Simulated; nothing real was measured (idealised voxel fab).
process module | voxel self aligned contacts
cross-section cut | 260 nm wide | cells 5 nm
A cross-section is a grid of square cells, given in bands from the top down. A band is one or more rows of cells.
Each band's line starts with the height of the band's top and of its bottom, in nm. Then come its materials from left to right, each with its width in nm. One material with "throughout" fills the band from edge to edge. "air" is empty space.
Height 0 is the level under which the wafer as received is all one material. The lowest band goes on downwards, as in "0 down".
A width such as "30 to 40" changes by the same amount from each row of cells to the next, from the band's top row to its bottom row.
"no change" after a step means that no cell of the cross-section changed.
closed voids: empty space of 8 cells or more with no open way to the top, each as width x height at its distance from the left edge, in nm
after a step's settings: what the simulator itself notes on the step
overlay nm, on a step with a mask: how far to the right of its planned place the mask lay; to the left if negative
plan
1 op RECEIVE | material Si
2 op CONFORMAL_DEP | material SiO2 | thk nm 5
3 op DIRECTIONAL_DEP | material polySi | thk nm 30
4 op DIRECTIONAL_DEP | material SiN | thk nm 25
5 op MASKED_ETCH | tone cover | mask id GATE | width nm 30 | pitch nm 75 | etch materials SiN | depth nm 25 | overlay nm 0
6 op MASKED_ETCH | tone cover | mask id GATE | width nm 30 | pitch nm 75 | etch materials polySi | depth nm 30 | overlay nm 0
7 op CONFORMAL_DEP | material SiN | thk nm 10
8 op DIRECTIONAL_ETCH | etch materials SiN | depth nm 10
9 op FILL_DEP | material SiO2 | thk nm 15
10 op CMP | height nm 65
11 op MASKED_ETCH | tone open | mask id CONTACT | width nm 55 | etch materials SiO2 | depth nm 65 | overlay nm 0
12 op CONFORMAL_DEP | material TiN | thk nm 5
13 op FILL_DEP | material W | thk nm 5
14 op CMP | height nm 65
15 op CONFORMAL_DEP | material SiN | thk nm 5
as received, after step 1
  0 down: Si throughout
  closed voids: none
a wafer at the end: this start, this plan, one mistake
  70 to 65: SiN throughout
  65 to 60: SiO2 100 | TiN 20 | W 15 | TiN 20 | SiO2 105
  60 to 35: SiO2 65 | SiN 50 | TiN 5 | W 15 | TiN 5 | SiN 50 | SiO2 70
  35 to 30: SiO2 115 | TiN 25 | SiO2 120
  30 to 0: polySi throughout
  0 down: Si throughout
  closed voids: none
what went wrong: steps 2 and 3 were swapped
